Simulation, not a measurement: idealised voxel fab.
Module name: voxel transistor to metal (process module)
Section shown: cut. Width: 150 nm. Cell size: 5 nm, square.
Notation: cross-section as square-cell grid; stated in bands, top first, going down; one or more cell rows per band. The band entry comprises the height of the band's top followed by the height of its bottom, expressed in nm, and subsequently the band's materials from left to right, each stated together with its width in nm. Where a single material is marked with the word "edge to edge", that material fills the band from edge to edge. The word "empty" represents empty space. Note: height 0 marks the level under which the wafer is uniformly one material as received. Lowest band unbounded below, written "0..down". So if you see something like "30..40" for the width, read it as the top row of the band sitting at the first number and the bottom row at the second, with every row in between moving by the same amount as the last. "nothing got changed" (step): cross-section cells unchanged, all of them. Reported under the label "Tabulated closed voids" are the empty spaces having no open way to the top and comprising 8 cells or more; the notation for each is width x height at distance, in which the distance is measured from the left edge and all three values are in nm. Whatever follows a step's settings on its line is a remark the simulator itself makes about that step. Steps that use a mask can have "overlay nm" on their line. It says how far the mask sat to the right of where it was meant to be. Negative means to the left. Layout of what follows: cross-section pairs, each bracketing one process step, the after cross-section shown only to the lowest band that changed, the step between and its settings noted under each pair. Pairs may originate in different runs of this module on the same starting wafer; a pair continues from the pair above only where its entry headed "Pre-step cross-section" says so.
[Pre-step cross-section]
    80..70 | 25 aC  15 empty  65 aC  15 empty  30 aC
    70..45 | 25 lowk  15 empty  65 lowk  15 empty  30 lowk
    45..40 | SiN edge to edge
    40..35 | W edge to edge
    35..30 | 30 TiN  5 W  75 TiN  5 W  35 TiN
    30..25 | 25 SiO2  5 TiN  5 W  5 TiN  65 SiO2  5 TiN  5 W  5 TiN  30 SiO2
    25..15 | 25 SiO2  5 TiN  5 W  5 TiN  10 SiO2  10 SiN  25 SiCN  10 SiN  10 SiO2  5 TiN  5 W  5 TiN  30 SiO2
    15..10 | 25 SiO2  5 TiN  5 W  5 TiN  10 SiO2  10 SiN  25 polySi  10 SiN  10 SiO2  5 TiN  5 W  5 TiN  30 SiO2
    10..5 | 25 SiO2  15 TiN  10 SiO2  10 SiN  25 polySi  10 SiN  10 SiO2  15 TiN  30 SiO2
    5..0 | 25 SiO2  10 TiN  15 nSi  10 SiN  25 polySi  10 SiN  15 nSi  10 TiN  30 SiO2
    0..-5 | 15 SiO2  10 SiN  10 TiN  15 nSi  10 SiN  25 polySi  10 SiN  15 nSi  10 TiN  10 SiN  20 SiO2
    -5..-10 | 25 SiO2  10 TiN  15 nSi  45 SiO2  15 nSi  10 TiN  30 SiO2
    -10..-25 | 25 SiO2  25 nSi  45 Si  25 nSi  30 SiO2
    -25..-45 | 25 SiO2  95 Si  30 SiO2
    -45..down | Si edge to edge
    Tabulated closed voids: none
[Post-Step Geometry]
    80..70 | 25 aC  15 empty  65 aC  15 empty  30 aC
    70..45 | 25 lowk  15 empty  65 lowk  15 empty  30 lowk
    45..40 | 25 SiN  15 empty  65 SiN  15 empty  30 SiN
    Note: structure below 40 unchanged.
    Tabulated closed voids: none
Going from one cross-section above to the next, the wafer undergoes op DIRECTIONAL_ETCH | etch materials SiN | depth nm 5
Pre-step cross-section: the after view from the pair directly above serves as the before view here.
[Post-Step Geometry]
    70..45 | 25 lowk  15 empty  65 lowk  15 empty  30 lowk
    Note: structure below 45 unchanged.
    Tabulated closed voids: none
Going from one cross-section above to the next, the wafer undergoes op STRIP | etch materials aC
Pre-step cross-section: the after view from the pair directly above serves as the before view here.
[Post-Step Geometry]
    75..70 | 30 TiN  5 empty  75 TiN  5 empty  35 TiN
    70..45 | 25 lowk  5 TiN  5 empty  5 TiN  65 lowk  5 TiN  5 empty  5 TiN  30 lowk
    45..40 | 25 SiN  15 TiN  65 SiN  15 TiN  30 SiN
    Note: structure below 40 unchanged.
    Tabulated closed voids: none
Going from one cross-section above to the next, the wafer undergoes op CONFORMAL_DEP | material TiN | thk nm 5
Pre-step cross-section: the after view from the pair directly above serves as the before view here.
[Post-Step Geometry]
    80..75 | Cu edge to edge
    75..70 | 30 TiN  5 Cu  75 TiN  5 Cu  35 TiN
    70..45 | 25 lowk  5 TiN  5 Cu  5 TiN  65 lowk  5 TiN  5 Cu  5 TiN  30 lowk
    Note: structure below 45 unchanged.
    Tabulated closed voids: none
Going from one cross-section above to the next, the wafer undergoes op FILL_DEP | material Cu | thk nm 5
Pre-step cross-section: the after view from the pair directly above serves as the before view here.
[Post-Step Geometry]
    70..45 | 25 lowk  5 TiN  5 Cu  5 TiN  65 lowk  5 TiN  5 Cu  5 TiN  30 lowk
    Note: structure below 45 unchanged.
    Tabulated closed voids: none
Going from one cross-section above to the next, the wafer undergoes op CMP | height nm 70
Pre-step cross-section: the after view from the pair directly above serves as the before view here.
[Post-Step Geometry]
    75..70 | SiN edge to edge
    Note: structure below 70 unchanged.
    Tabulated closed voids: none
Going from one cross-section above to the next, the wafer undergoes op CONFORMAL_DEP | material SiN | thk nm 5
[Pre-step cross-section]
    30..25 | 15 SiCN  115 empty  20 SiCN
    25..20 | SiCN edge to edge
    20..15 | 15 polySi  115 SiCN  20 polySi
    15..0 | polySi edge to edge
    0..-5 | 15 SiO2  115 polySi  20 SiO2
    -5..-10 | SiO2 edge to edge
    -10..-45 | 25 SiO2  95 Si  30 SiO2
    -45..down | Si edge to edge
    Tabulated closed voids: none
[Post-Step Geometry]
    25..20 | 60 empty  30 SiCN  60 empty
    20..15 | 15 polySi  45 empty  30 SiCN  40 empty  20 polySi
    Note: structure below 15 unchanged.
    Tabulated closed voids: none
Going from one cross-section above to the next, the wafer undergoes op MASKED_ETCH | tone cover | mask id GATE | width nm 30 | etch materials SiCN | depth nm 20 | overlay nm 0
Pre-step cross-section: the after view from the pair directly above serves as the before view here.
[Post-Step Geometry]
    25..15 | 60 empty  30 SiCN  60 empty
    15..0 | 60 empty  30 polySi  60 empty
    0..-5 | 15 SiO2  45 empty  30 polySi  40 empty  20 SiO2
    Note: structure below -5 unchanged.
    Tabulated closed voids: none
Going from one cross-section above to the next, the wafer undergoes op MASKED_ETCH | tone cover | mask id GATE | width nm 25 | etch materials polySi | depth nm 30 | overlay nm 0
Pre-step cross-section: the after view from the pair directly above serves as the before view here.
[Post-Step Geometry]
    35..25 | 50 empty  50 SiN  50 empty
    25..15 | 50 empty  10 SiN  30 SiCN  10 SiN  50 empty
    15..10 | 50 empty  10 SiN  30 polySi  10 SiN  50 empty
    10..5 | 25 SiN  25 empty  10 SiN  30 polySi  10 SiN  20 empty  30 SiN
    5..0 | 60 SiN  30 polySi  60 SiN
    0..-5 | 15 SiO2  45 SiN  30 polySi  40 SiN  20 SiO2
    Note: structure below -5 unchanged.
    Tabulated closed voids: none
Going from one cross-section above to the next, the wafer undergoes op CONFORMAL_DEP | material SiN | thk nm 10
Pre-step cross-section: the after view from the pair directly above serves as the before view here.
[Post-Step Geometry]
    25..15 | 50 empty  10 SiN  30 SiCN  10 SiN  50 empty
    15..0 | 50 empty  10 SiN  30 polySi  10 SiN  50 empty
    0..-5 | 15 SiO2  10 SiN  25 empty  10 SiN  30 polySi  10 SiN  20 empty  10 SiN  20 SiO2
    Note: structure below -5 unchanged.
    Tabulated closed voids: none
Going from one cross-section above to the next, the wafer undergoes op DIRECTIONAL_ETCH | etch materials SiN | depth nm 10
Pre-step cross-section: the after view from the pair directly above serves as the before view here.
[Post-Step Geometry]
    25..15 | 50 empty  10 SiN  30 SiCN  10 SiN  50 empty
    15..0 | 50 empty  10 SiN  30 polySi  10 SiN  50 empty
    0..-5 | 15 empty  10 SiN  25 empty  10 SiN  30 polySi  10 SiN  20 empty  10 SiN  20 empty
    -5..-10 | 25 SiO2  25 empty  50 SiO2  20 empty  30 SiO2
    Note: structure below -10 unchanged.
    Tabulated closed voids: none
Going from one cross-section above to the next, the wafer undergoes op DIRECTIONAL_ETCH | etch materials SiO2 | depth nm 5
Pre-step cross-section: the after view from the pair directly above serves as the before view here.
[Post-Step Geometry]
    25..15 | 50 empty  10 SiN  30 SiCN  10 SiN  50 empty
    15..0 | 50 empty  10 SiN  30 polySi  10 SiN  50 empty
    0..-5 | 15 empty  10 SiN  25 empty  10 SiN  30 polySi  10 SiN  20 empty  10 SiN  20 empty
    -5..-10 | 25 SiO2  25 empty  50 SiO2  20 empty  30 SiO2
    -10..-25 | 25 SiO2  25 empty  50 Si  20 empty  30 SiO2
    Note: structure below -25 unchanged.
    Tabulated closed voids: none
Going from one cross-section above to the next, the wafer undergoes op DIRECTIONAL_ETCH | etch materials Si | depth nm 15
Pre-step cross-section: the after view from the pair directly above serves as the before view here.
[Post-Step Geometry]
    25..15 | 50 empty  10 SiN  30 SiCN  10 SiN  50 empty
    15..5 | 50 empty  10 SiN  30 polySi  10 SiN  50 empty
    5..0 | 35 empty  15 nSi  10 SiN  30 polySi  10 SiN  15 nSi  35 empty
    0..-5 | 15 empty  10 SiN  10 empty  15 nSi  10 SiN  30 polySi  10 SiN  15 nSi  5 empty  10 SiN  20 empty
    -5..-10 | 25 SiO2  10 empty  15 nSi  50 SiO2  15 nSi  5 empty  30 SiO2
    -10..-25 | 25 SiO2  25 nSi  50 Si  20 nSi  30 SiO2
    Note: structure below -25 unchanged.
    Tabulated closed voids: none
Going from one cross-section above to the next, the wafer undergoes op EPI | material nSi | thk nm 15
Pre-step cross-section: the after view from the pair directly above serves as the before view here.
[Post-Step Geometry]
    35..25 | SiO2 edge to edge
    25..15 | 50 SiO2  10 SiN  30 SiCN  10 SiN  50 SiO2
    15..5 | 50 SiO2  10 SiN  30 polySi  10 SiN  50 SiO2
    5..0 | 35 SiO2  15 nSi  10 SiN  30 polySi  10 SiN  15 nSi  35 SiO2
    0..-5 | 15 SiO2  10 SiN  10 SiO2  15 nSi  10 SiN  30 polySi  10 SiN  15 nSi  5 SiO2  10 SiN  20 SiO2
    -5..-10 | 35 SiO2  15 nSi  50 SiO2  15 nSi  35 SiO2
    Note: structure below -10 unchanged.
    Tabulated closed voids: none
Going from one cross-section above to the next, the wafer undergoes op FILL_DEP | material SiO2 | thk nm 10
Pre-step cross-section: the after view from the pair directly above serves as the before view here.
[Post-Step Geometry]
    25..15 | 50 SiO2  10 SiN  30 SiCN  10 SiN  50 SiO2
    Note: structure below 15 unchanged.
    Tabulated closed voids: none
Going from one cross-section above to the next, the wafer undergoes op CMP | height nm 25
Pre-step cross-section: the after view from the pair directly above serves as the before view here.
[Post-Step Geometry]
    40..25 | SiO2 edge to edge
    Note: structure below 25 unchanged.
    Tabulated closed voids: none
Going from one cross-section above to the next, the wafer undergoes op DIRECTIONAL_DEP | material SiO2 | thk nm 15
Pre-step cross-section: the after view from the pair directly above serves as the before view here.
[Post-Step Geometry]
    55..40 | 25 resist  15 empty  65 resist  15 empty  30 resist
    Note: structure below 40 unchanged.
    Tabulated closed voids: none
Going from one cross-section above to the next, the wafer undergoes op PATTERN | tone open | mask id CONTACT | material resist | width nm 15 | pitch nm 80 | thk nm 15 | overlay nm 0
Pre-step cross-section: the after view from the pair directly above serves as the before view here.
[Post-Step Geometry]
    55..40 | 25 resist  15 empty  65 resist  15 empty  30 resist
    40..25 | 25 SiO2  15 empty  65 SiO2  15 empty  30 SiO2
    25..15 | 25 SiO2  15 empty  10 SiO2  10 SiN  30 SiCN  10 SiN  5 SiO2  15 empty  30 SiO2
    15..5 | 25 SiO2  15 empty  10 SiO2  10 SiN  30 polySi  10 SiN  5 SiO2  15 empty  30 SiO2
    5..0 | 25 SiO2  10 empty  15 nSi  10 SiN  30 polySi  10 SiN  15 nSi  5 empty  30 SiO2
    0..-5 | 15 SiO2  10 SiN  10 empty  15 nSi  10 SiN  30 polySi  10 SiN  15 nSi  5 empty  10 SiN  20 SiO2
    -5..-10 | 25 SiO2  10 empty  15 nSi  50 SiO2  15 nSi  5 empty  30 SiO2
    Note: structure below -10 unchanged.
    Tabulated closed voids: none
Going from one cross-section above to the next, the wafer undergoes op DIRECTIONAL_ETCH | etch materials SiO2 | depth nm 50
Pre-step cross-section: the after view from the pair directly above serves as the before view here.
[Post-Step Geometry]
    40..25 | 25 SiO2  15 empty  65 SiO2  15 empty  30 SiO2
    Note: structure below 25 unchanged.
    Tabulated closed voids: none
Going from one cross-section above to the next, the wafer undergoes op STRIP | etch materials resist
Pre-step cross-section: the after view from the pair directly above serves as the before view here.
[Post-Step Geometry]
    45..40 | 30 TiN  5 empty  75 TiN  5 empty  35 TiN
    40..25 | 25 SiO2  5 TiN  5 empty  5 TiN  65 SiO2  5 TiN  5 empty  5 TiN  30 SiO2
    25..15 | 25 SiO2  5 TiN  5 empty  5 TiN  10 SiO2  10 SiN  30 SiCN  10 SiN  5 SiO2  5 TiN  5 empty  5 TiN  30 SiO2
    15..10 | 25 SiO2  5 TiN  5 empty  5 TiN  10 SiO2  10 SiN  30 polySi  10 SiN  5 SiO2  5 TiN  5 empty  5 TiN  30 SiO2
    10..5 | 25 SiO2  15 TiN  10 SiO2  10 SiN  30 polySi  10 SiN  5 SiO2  15 TiN  30 SiO2
    5..0 | 25 SiO2  10 TiN  15 nSi  10 SiN  30 polySi  10 SiN  15 nSi  5 TiN  30 SiO2
    0..-5 | 15 SiO2  10 SiN  10 TiN  15 nSi  10 SiN  30 polySi  10 SiN  15 nSi  5 TiN  10 SiN  20 SiO2
    -5..-10 | 25 SiO2  10 TiN  15 nSi  50 SiO2  15 nSi  5 TiN  30 SiO2
    Note: structure below -10 unchanged.
    Tabulated closed voids: none
Going from one cross-section above to the next, the wafer undergoes op CONFORMAL_DEP | material TiN | thk nm 5
Pre-step cross-section: the after view from the pair directly above serves as the before view here.
[Post-Step Geometry]
    55..45 | W edge to edge
    45..40 | 30 TiN  5 W  75 TiN  5 W  35 TiN
    40..25 | 25 SiO2  5 TiN  5 W  5 TiN  65 SiO2  5 TiN  5 W  5 TiN  30 SiO2
    25..15 | 25 SiO2  5 TiN  5 W  5 TiN  10 SiO2  10 SiN  30 SiCN  10 SiN  5 SiO2  5 TiN  5 W  5 TiN  30 SiO2
    15..10 | 25 SiO2  5 TiN  5 W  5 TiN  10 SiO2  10 SiN  30 polySi  10 SiN  5 SiO2  5 TiN  5 W  5 TiN  30 SiO2
    Note: structure below 10 unchanged.
    Tabulated closed voids: none
Going from one cross-section above to the next, the wafer undergoes op FILL_DEP | material W | thk nm 10
Pre-step cross-section: the after view from the pair directly above serves as the before view here.
[Post-Step Geometry]
    40..25 | 25 SiO2  5 TiN  5 W  5 TiN  65 SiO2  5 TiN  5 W  5 TiN  30 SiO2
    Note: structure below 25 unchanged.
    Tabulated closed voids: none
Going from one cross-section above to the next, the wafer undergoes op CMP | height nm 40
Pre-step cross-section: the after view from the pair directly above serves as the before view here.
[Post-Step Geometry]
    45..40 | SiN edge to edge
    Note: structure below 40 unchanged.
    Tabulated closed voids: none
Going from one cross-section above to the next, the wafer undergoes op CONFORMAL_DEP | material SiN | thk nm 5
Pre-step cross-section: the after view from the pair directly above serves as the before view here.
[Post-Step Geometry]
    70..45 | lowk edge to edge
    Note: structure below 45 unchanged.
    Tabulated closed voids: none
Going from one cross-section above to the next, the wafer undergoes op DIRECTIONAL_DEP | material lowk | thk nm 25
Pre-step cross-section: the after view from the pair directly above serves as the before view here.
[Post-Step Geometry]
    80..70 | aC edge to edge
    Note: structure below 70 unchanged.
    Tabulated closed voids: none
Going from one cross-section above to the next, the wafer undergoes op DIRECTIONAL_DEP | material aC | thk nm 10
Pre-step cross-section: the after view from the pair directly above serves as the before view here.
[Post-Step Geometry]
    105..80 | 25 resist  15 empty  65 resist  15 empty  30 resist
    Note: structure below 80 unchanged.
    Tabulated closed voids: none
Going from one cross-section above to the next, the wafer undergoes op PATTERN | tone open | mask id METAL_1 | material resist | width nm 15 | pitch nm 80 | thk nm 25 | overlay nm 0
Pre-step cross-section: the after view from the pair directly above serves as the before view here.
[Post-Step Geometry]
    95..80 | 25 resist  15 empty  65 resist  15 empty  30 resist
    80..70 | 25 aC  15 empty  65 aC  15 empty  30 aC
    Note: structure below 70 unchanged.
    Tabulated closed voids: none
Going from one cross-section above to the next, the wafer undergoes op DIRECTIONAL_ETCH | etch materials aC | depth nm 10
Pre-step cross-section: the after view from the pair directly above serves as the before view here.
[Post-Step Geometry]
    80..70 | 25 aC  15 empty  65 aC  15 empty  30 aC
    Note: structure below 70 unchanged.
    Tabulated closed voids: none
Going from one cross-section above to the next, the wafer undergoes op STRIP | etch materials resist
Pre-step cross-section: the after view from the pair directly above serves as the before view here.
[Post-Step Geometry]
    80..70 | 25 aC  15 empty  65 aC  15 empty  30 aC
    70..45 | 25 lowk  15 empty  65 lowk  15 empty  30 lowk
    Note: structure below 45 unchanged.
    Tabulated closed voids: none
Going from one cross-section above to the next, the wafer undergoes op DIRECTIONAL_ETCH | etch materials lowk | depth nm 25
Pre-step cross-section: the after view from the pair directly above serves as the before view here.
[Post-Step Geometry]
    80..70 | 25 aC  15 empty  65 aC  15 empty  30 aC
    70..45 | 25 lowk  15 empty  65 lowk  15 empty  30 lowk
    45..40 | 25 SiN  15 empty  65 SiN  15 empty  30 SiN
    Note: structure below 40 unchanged.
    Tabulated closed voids: none
Going from one cross-section above to the next, the wafer undergoes op DIRECTIONAL_ETCH | etch materials SiN | depth nm 5
Pre-step cross-section: the after view from the pair directly above serves as the before view here.
[Post-Step Geometry]
    70..45 | 25 lowk  15 empty  65 lowk  15 empty  30 lowk
    Note: structure below 45 unchanged.
    Tabulated closed voids: none
Going from one cross-section above to the next, the wafer undergoes op STRIP | etch materials aC
Pre-step cross-section: the after view from the pair directly above serves as the before view here.
[Post-Step Geometry]
    75..70 | 30 TiN  5 empty  75 TiN  5 empty  35 TiN
    70..45 | 25 lowk  5 TiN  5 empty  5 TiN  65 lowk  5 TiN  5 empty  5 TiN  30 lowk
    45..40 | 25 SiN  15 TiN  65 SiN  15 TiN  30 SiN
    Note: structure below 40 unchanged.
    Tabulated closed voids: none
Going from one cross-section above to the next, the wafer undergoes op CONFORMAL_DEP | material TiN | thk nm 5
Pre-step cross-section: the after view from the pair directly above serves as the before view here.
[Post-Step Geometry]
    80..75 | Cu edge to edge
    75..70 | 30 TiN  5 Cu  75 TiN  5 Cu  35 TiN
    70..45 | 25 lowk  5 TiN  5 Cu  5 TiN  65 lowk  5 TiN  5 Cu  5 TiN  30 lowk
    Note: structure below 45 unchanged.
    Tabulated closed voids: none
Going from one cross-section above to the next, the wafer undergoes op FILL_DEP | material Cu | thk nm 5
Pre-step cross-section: the after view from the pair directly above serves as the before view here.
[Post-Step Geometry]
    70..45 | 25 lowk  5 TiN  5 Cu  5 TiN  65 lowk  5 TiN  5 Cu  5 TiN  30 lowk
    Note: structure below 45 unchanged.
    Tabulated closed voids: none
Going from one cross-section above to the next, the wafer undergoes op CMP | height nm 70
Pre-step cross-section: the after view from the pair directly above serves as the before view here.
[Post-Step Geometry]
    75..70 | SiN edge to edge
    Note: structure below 70 unchanged.
    Tabulated closed voids: none
Going from one cross-section above to the next, the wafer undergoes op CONFORMAL_DEP | material SiN | thk nm 5
[Pre-step cross-section]
    25..20 | 60 empty  25 SiCN  65 empty
    20..15 | 15 polySi  45 empty  25 SiCN  45 empty  20 polySi
    15..0 | polySi edge to edge
    0..-5 | 15 SiO2  115 polySi  20 SiO2
    -5..-10 | SiO2 edge to edge
    -10..-45 | 25 SiO2  95 Si  30 SiO2
    -45..down | Si edge to edge
    Tabulated closed voids: none
[Post-Step Geometry]
    25..15 | 60 empty  25 SiCN  65 empty
    15..0 | 50 empty  35 polySi  65 empty
    0..-5 | 15 SiO2  35 empty  35 polySi  45 empty  20 SiO2
    Note: structure below -5 unchanged.
    Tabulated closed voids: none
Going from one cross-section above to the next, the wafer undergoes op MASKED_ETCH | tone cover | mask id GATE | width nm 25 | etch materials polySi | depth nm 30 | overlay nm -10
Pre-step cross-section: the after view from the pair directly above serves as the before view here.
[Post-Step Geometry]
    35..25 | 50 empty  45 SiN  55 empty
    25..15 | 40 empty  20 SiN  25 SiCN  10 SiN  55 empty
    15..10 | 40 empty  10 SiN  35 polySi  10 SiN  55 empty
    10..5 | 25 SiN  15 empty  10 SiN  35 polySi  10 SiN  25 empty  30 SiN
    5..0 | 50 SiN  35 polySi  65 SiN
    0..-5 | 15 SiO2  35 SiN  35 polySi  45 SiN  20 SiO2
    Note: structure below -5 unchanged.
    Tabulated closed voids: none
Going from one cross-section above to the next, the wafer undergoes op CONFORMAL_DEP | material SiN | thk nm 10
Pre-step cross-section: the after view from the pair directly above serves as the before view here.
[Post-Step Geometry]
    25..15 | 50 empty  10 SiN  25 SiCN  10 SiN  55 empty
    15..0 | 40 empty  10 SiN  35 polySi  10 SiN  55 empty
    0..-5 | 15 SiO2  10 SiN  15 empty  10 SiN  35 polySi  10 SiN  25 empty  10 SiN  20 SiO2
    Note: structure below -5 unchanged.
    Tabulated closed voids: none
Going from one cross-section above to the next, the wafer undergoes op DIRECTIONAL_ETCH | etch materials SiN | depth nm 10
Pre-step cross-section: the after view from the pair directly above serves as the before view here.
[Post-Step Geometry]
    25..15 | 50 empty  10 SiN  25 SiCN  10 SiN  55 empty
    15..0 | 40 empty  10 SiN  35 polySi  10 SiN  55 empty
    0..-5 | 15 empty  10 SiN  15 empty  10 SiN  35 polySi  10 SiN  25 empty  10 SiN  20 empty
    -5..-10 | 25 SiO2  15 empty  55 SiO2  25 empty  30 SiO2
    Note: structure below -10 unchanged.
    Tabulated closed voids: none
Going from one cross-section above to the next, the wafer undergoes op DIRECTIONAL_ETCH | etch materials SiO2 | depth nm 5
Pre-step cross-section: the after view from the pair directly above serves as the before view here.
[Post-Step Geometry]
    25..15 | 50 empty  10 SiN  25 SiCN  10 SiN  55 empty
    15..0 | 40 empty  10 SiN  35 polySi  10 SiN  55 empty
    0..-5 | 15 empty  10 SiN  15 empty  10 SiN  35 polySi  10 SiN  25 empty  10 SiN  20 empty
    -5..-10 | 25 SiO2  15 empty  55 SiO2  25 empty  30 SiO2
    -10..-25 | 25 SiO2  15 empty  55 Si  25 empty  30 SiO2
    Note: structure below -25 unchanged.
    Tabulated closed voids: none
Going from one cross-section above to the next, the wafer undergoes op DIRECTIONAL_ETCH | etch materials Si | depth nm 15
Pre-step cross-section: the after view from the pair directly above serves as the before view here.
[Post-Step Geometry]
    25..15 | 50 empty  10 SiN  25 SiCN  10 SiN  55 empty
    15..5 | 40 empty  10 SiN  35 polySi  10 SiN  55 empty
    5..0 | 25 empty  15 nSi  10 SiN  35 polySi  10 SiN  15 nSi  40 empty
    0..-5 | 15 empty  10 SiN  15 nSi  10 SiN  35 polySi  10 SiN  15 nSi  10 empty  10 SiN  20 empty
    -5..-10 | 25 SiO2  15 nSi  55 SiO2  15 nSi  10 empty  30 SiO2
    -10..-25 | 25 SiO2  15 nSi  55 Si  25 nSi  30 SiO2
    Note: structure below -25 unchanged.
    Tabulated closed voids: none
Going from one cross-section above to the next, the wafer undergoes op EPI | material nSi | thk nm 15
Pre-step cross-section: the after view from the pair directly above serves as the before view here.
[Post-Step Geometry]
    35..25 | SiO2 edge to edge
    25..15 | 50 SiO2  10 SiN  25 SiCN  10 SiN  55 SiO2
    15..5 | 40 SiO2  10 SiN  35 polySi  10 SiN  55 SiO2
    5..0 | 25 SiO2  15 nSi  10 SiN  35 polySi  10 SiN  15 nSi  40 SiO2
    0..-5 | 15 SiO2  10 SiN  15 nSi  10 SiN  35 polySi  10 SiN  15 nSi  10 SiO2  10 SiN  20 SiO2
    -5..-10 | 25 SiO2  15 nSi  55 SiO2  15 nSi  40 SiO2
    Note: structure below -10 unchanged.
    Tabulated closed voids: none
Going from one cross-section above to the next, the wafer undergoes op FILL_DEP | material SiO2 | thk nm 10
Pre-step cross-section: the after view from the pair directly above serves as the before view here.
[Post-Step Geometry]
    25..15 | 50 SiO2  10 SiN  25 SiCN  10 SiN  55 SiO2
    Note: structure below 15 unchanged.
    Tabulated closed voids: none
Going from one cross-section above to the next, the wafer undergoes op CMP | height nm 25
Pre-step cross-section: the after view from the pair directly above serves as the before view here.
[Post-Step Geometry]
    40..25 | SiO2 edge to edge
    Note: structure below 25 unchanged.
    Tabulated closed voids: none
Going from one cross-section above to the next, the wafer undergoes op DIRECTIONAL_DEP | material SiO2 | thk nm 15
Pre-step cross-section: the after view from the pair directly above serves as the before view here.
[Post-Step Geometry]
    55..40 | 25 resist  15 empty  65 resist  15 empty  30 resist
    Note: structure below 40 unchanged.
    Tabulated closed voids: none
Going from one cross-section above to the next, the wafer undergoes op PATTERN | tone open | mask id CONTACT | material resist | width nm 15 | pitch nm 80 | thk nm 15 | overlay nm 0
Pre-step cross-section: the after view from the pair directly above serves as the before view here.
[Post-Step Geometry]
    55..40 | 25 resist  15 empty  65 resist  15 empty  30 resist
    40..25 | 25 SiO2  15 empty  65 SiO2  15 empty  30 SiO2
    25..15 | 25 SiO2  15 empty  10 SiO2  10 SiN  25 SiCN  10 SiN  10 SiO2  15 empty  30 SiO2
    15..5 | 25 SiO2  15 empty  10 SiN  35 polySi  10 SiN  10 SiO2  15 empty  30 SiO2
    5..0 | 25 SiO2  15 nSi  10 SiN  35 polySi  10 SiN  15 nSi  10 empty  30 SiO2
    0..-5 | 15 SiO2  10 SiN  15 nSi  10 SiN  35 polySi  10 SiN  15 nSi  10 empty  10 SiN  20 SiO2
    -5..-10 | 25 SiO2  15 nSi  55 SiO2  15 nSi  10 empty  30 SiO2
    Note: structure below -10 unchanged.
    Tabulated closed voids: none
Going from one cross-section above to the next, the wafer undergoes op DIRECTIONAL_ETCH | etch materials SiO2 | depth nm 50
Pre-step cross-section: the after view from the pair directly above serves as the before view here.
[Post-Step Geometry]
    40..25 | 25 SiO2  15 empty  65 SiO2  15 empty  30 SiO2
    Note: structure below 25 unchanged.
    Tabulated closed voids: none
Going from one cross-section above to the next, the wafer undergoes op STRIP | etch materials resist
Pre-step cross-section: the after view from the pair directly above serves as the before view here.
[Post-Step Geometry]
    45..40 | 30 TiN  5 empty  75 TiN  5 empty  35 TiN
    40..25 | 25 SiO2  5 TiN  5 empty  5 TiN  65 SiO2  5 TiN  5 empty  5 TiN  30 SiO2
    25..15 | 25 SiO2  5 TiN  5 empty  5 TiN  10 SiO2  10 SiN  25 SiCN  10 SiN  10 SiO2  5 TiN  5 empty  5 TiN  30 SiO2
    15..10 | 25 SiO2  5 TiN  5 empty  5 TiN  10 SiN  35 polySi  10 SiN  10 SiO2  5 TiN  5 empty  5 TiN  30 SiO2
    10..5 | 25 SiO2  15 TiN  10 SiN  35 polySi  10 SiN  10 SiO2  15 TiN  30 SiO2
    5..0 | 25 SiO2  15 nSi  10 SiN  35 polySi  10 SiN  15 nSi  10 TiN  30 SiO2
    0..-5 | 15 SiO2  10 SiN  15 nSi  10 SiN  35 polySi  10 SiN  15 nSi  10 TiN  10 SiN  20 SiO2
    -5..-10 | 25 SiO2  15 nSi  55 SiO2  15 nSi  10 TiN  30 SiO2
    Note: structure below -10 unchanged.
    Tabulated closed voids: none
Going from one cross-section above to the next, the wafer undergoes op CONFORMAL_DEP | material TiN | thk nm 5
Pre-step cross-section: the after view from the pair directly above serves as the before view here.
[Post-Step Geometry]
    55..45 | W edge to edge
    45..40 | 30 TiN  5 W  75 TiN  5 W  35 TiN
    40..25 | 25 SiO2  5 TiN  5 W  5 TiN  65 SiO2  5 TiN  5 W  5 TiN  30 SiO2
    25..15 | 25 SiO2  5 TiN  5 W  5 TiN  10 SiO2  10 SiN  25 SiCN  10 SiN  10 SiO2  5 TiN  5 W  5 TiN  30 SiO2
    15..10 | 25 SiO2  5 TiN  5 W  5 TiN  10 SiN  35 polySi  10 SiN  10 SiO2  5 TiN  5 W  5 TiN  30 SiO2
    Note: structure below 10 unchanged.
    Tabulated closed voids: none
Going from one cross-section above to the next, the wafer undergoes op FILL_DEP | material W | thk nm 10
Pre-step cross-section: the after view from the pair directly above serves as the before view here.
[Post-Step Geometry]
    40..25 | 25 SiO2  5 TiN  5 W  5 TiN  65 SiO2  5 TiN  5 W  5 TiN  30 SiO2
    Note: structure below 25 unchanged.
    Tabulated closed voids: none
Going from one cross-section above to the next, the wafer undergoes op CMP | height nm 40
Pre-step cross-section: the after view from the pair directly above serves as the before view here.
[Post-Step Geometry]
    45..40 | SiN edge to edge
    Note: structure below 40 unchanged.
    Tabulated closed voids: none
Going from one cross-section above to the next, the wafer undergoes op CONFORMAL_DEP | material SiN | thk nm 5
Pre-step cross-section: the after view from the pair directly above serves as the before view here.
[Post-Step Geometry]
    70..45 | lowk edge to edge
    Note: structure below 45 unchanged.
    Tabulated closed voids: none
Going from one cross-section above to the next, the wafer undergoes op DIRECTIONAL_DEP | material lowk | thk nm 25
Pre-step cross-section: the after view from the pair directly above serves as the before view here.
[Post-Step Geometry]
    80..70 | aC edge to edge
    Note: structure below 70 unchanged.
    Tabulated closed voids: none
Going from one cross-section above to the next, the wafer undergoes op DIRECTIONAL_DEP | material aC | thk nm 10
Pre-step cross-section: the after view from the pair directly above serves as the before view here.
[Post-Step Geometry]
    105..80 | 25 resist  15 empty  65 resist  15 empty  30 resist
    Note: structure below 80 unchanged.
    Tabulated closed voids: none
Going from one cross-section above to the next, the wafer undergoes op PATTERN | tone open | mask id METAL_1 | material resist | width nm 15 | pitch nm 80 | thk nm 25 | overlay nm 0
Pre-step cross-section: the after view from the pair directly above serves as the before view here.
[Post-Step Geometry]
    95..80 | 25 resist  15 empty  65 resist  15 empty  30 resist
    80..70 | 25 aC  15 empty  65 aC  15 empty  30 aC
    Note: structure below 70 unchanged.
    Tabulated closed voids: none
Going from one cross-section above to the next, the wafer undergoes op DIRECTIONAL_ETCH | etch materials aC | depth nm 10
Pre-step cross-section: the after view from the pair directly above serves as the before view here.
[Post-Step Geometry]
    80..70 | 25 aC  15 empty  65 aC  15 empty  30 aC
    Note: structure below 70 unchanged.
    Tabulated closed voids: none
Going from one cross-section above to the next, the wafer undergoes op STRIP | etch materials resist
Pre-step cross-section: the after view from the pair directly above serves as the before view here.
[Post-Step Geometry]
    80..70 | 25 aC  15 empty  65 aC  15 empty  30 aC
    70..45 | 25 lowk  15 empty  65 lowk  15 empty  30 lowk
    Note: structure below 45 unchanged.
    Tabulated closed voids: none
Going from one cross-section above to the next, the wafer undergoes op DIRECTIONAL_ETCH | etch materials lowk | depth nm 25
